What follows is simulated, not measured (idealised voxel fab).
Presented below is a process module, voxel self aligned vias.
185 nm wide, 5 nm square cells: that's cross-section cut.
How to read a cross-section here: the picture is a grid of square cells, written as bands going from the top down, and any band can span one or more rows of cells.
This entry defines a band. It first specifies the height of the band's top and the height of its bottom in nm, and then specifies the band's materials from left to right, stating each material with its width in nm. The word "full width" identifies a single material that fills the band from edge to edge, while the word "blank" identifies empty space.
Note: height 0 marks the level under which the wafer is uniformly one material as received. Lowest band unbounded below, written "0 nm and below".
Note: "30->40" means the width goes from the first number (top row of the band) to the second number (bottom row) in equal steps per row of cells.
"nothing different" for a step: no cell of the cross-section changed in that step.
Enclosed voids (no open way to top), threshold 8 cells or more, entry "Non-vented voids", notation width x height at distance, distance from left edge, nm.
Where a step's line continues beyond its settings, the continuation is a remark by the simulator itself on that step.
"overlay nm" on a masked step: distance the mask lay right of its planned place, negative for left.
LIST OF PLANNED PROCESS STEPS
step 1: RECEIVE, material Si
step 2: CONFORMAL_DEP, material SiO2, thk nm 15
step 3: CONFORMAL_DEP, material SiCN, thk nm 5
step 4: DIRECTIONAL_DEP, material SiO2, thk nm 20
step 5: DIRECTIONAL_DEP, material aC, thk nm 15
step 6: PATTERN, tone open, mask id LINES, material resist, width nm 20, pitch nm 70, thk nm 35, overlay nm 0
step 7: DIRECTIONAL_ETCH, etch materials aC, depth nm 15
step 8: STRIP, etch materials resist
step 9: DIRECTIONAL_ETCH, etch materials SiO2, depth nm 20
step 10: STRIP, etch materials aC
step 11: CONFORMAL_DEP, material TiN, thk nm 5
step 12: FILL_DEP, material W, thk nm 5
step 13: CMP, height nm 40
step 14: SELECTIVE_ETCH, etch materials W Ru TiN, depth nm 5
step 15: FILL_DEP, material SiN, thk nm 5
step 16: CMP, height nm 40
step 17: DIRECTIONAL_DEP, material SiO2, thk nm 20
step 18: DIRECTIONAL_DEP, material aC, thk nm 15
step 19: PATTERN, tone open, mask id VIAS, material resist, width nm 40, thk nm 30, overlay nm 0
step 20: DIRECTIONAL_ETCH, etch materials aC, depth nm 15
step 21: STRIP, etch materials resist
step 22: DIRECTIONAL_ETCH, etch materials SiO2, depth nm 20
step 23: DIRECTIONAL_ETCH, etch materials SiN, depth nm 5
step 24: STRIP, etch materials aC
step 25: CONFORMAL_DEP, material TiN, thk nm 5
step 26: FILL_DEP, material Cu, thk nm 5
step 27: CMP, height nm 60
step 28: CONFORMAL_DEP, material SiCN, thk nm 5
CROSS-SECTION: WAFER ON ARRIVAL = AFTER STEP 1
	0 nm and below = Si full width
	Non-vented voids: none
FIRST OF TWO WAFERS: CROSS-SECTION AT END OF MODULE, RUN PER PLAN
	65 nm to 60 nm = SiCN full width
	60 nm to 45 nm = 35 of SiO2, then 5 of TiN, then 30 of Cu, then 5 of TiN, then 110 of SiO2
	45 nm to 40 nm = 35 of SiO2, then 15 of TiN, then 10 of Cu, then 15 of TiN, then 110 of SiO2
	40 nm to 35 nm = 45 of SiO2, then 20 of TiN, then 50 of SiO2, then 20 of SiN, then 50 of SiO2
	35 nm to 25 nm = 45 of SiO2, then 5 of TiN, then 10 of W, then 5 of TiN, then 50 of SiO2, then 5 of TiN, then 10 of W, then 5 of TiN, then 50 of SiO2
	25 nm to 20 nm = 45 of SiO2, then 20 of TiN, then 50 of SiO2, then 20 of TiN, then 50 of SiO2
	20 nm to 15 nm = SiCN full width
	15 nm to 0 nm = SiO2 full width
	0 nm and below = Si full width
	Non-vented voids: none
CROSS-SECTION, SECOND WAFER: SAME START AS THE FIRST, SAME PLAN AS THE FIRST, ONE MISTAKE IN RUNNING IT; TAKEN AT THE END OF THE MODULE
	65 nm to 60 nm = SiCN full width
	60 nm to 45 nm = 45 of SiO2, then 5 of TiN, then 30 of Cu, then 5 of TiN, then 100 of SiO2
	45 nm to 40 nm = 45 of SiO2, then 5 of TiN, then 10 of Cu, then 25 of TiN, then 100 of SiO2
	40 nm to 35 nm = 45 of SiO2, then 20 of TiN, then 50 of SiO2, then 20 of SiN, then 50 of SiO2
	35 nm to 25 nm = 45 of SiO2, then 5 of TiN, then 10 of W, then 5 of TiN, then 50 of SiO2, then 5 of TiN, then 10 of W, then 5 of TiN, then 50 of SiO2
	25 nm to 20 nm = 45 of SiO2, then 20 of TiN, then 50 of SiO2, then 20 of TiN, then 50 of SiO2
	20 nm to 15 nm = SiCN full width
	15 nm to 0 nm = SiO2 full width
	0 nm and below = Si full width
	Non-vented voids: none
What went wrong in running the wafer? step 19 off recipe, ran as PATTERN, tone open, mask id VIAS, material resist, width nm 40, thk nm 30, overlay nm 10
Heads up: at the end the two wafers have identical cell counts per material, they're just laid out differently.
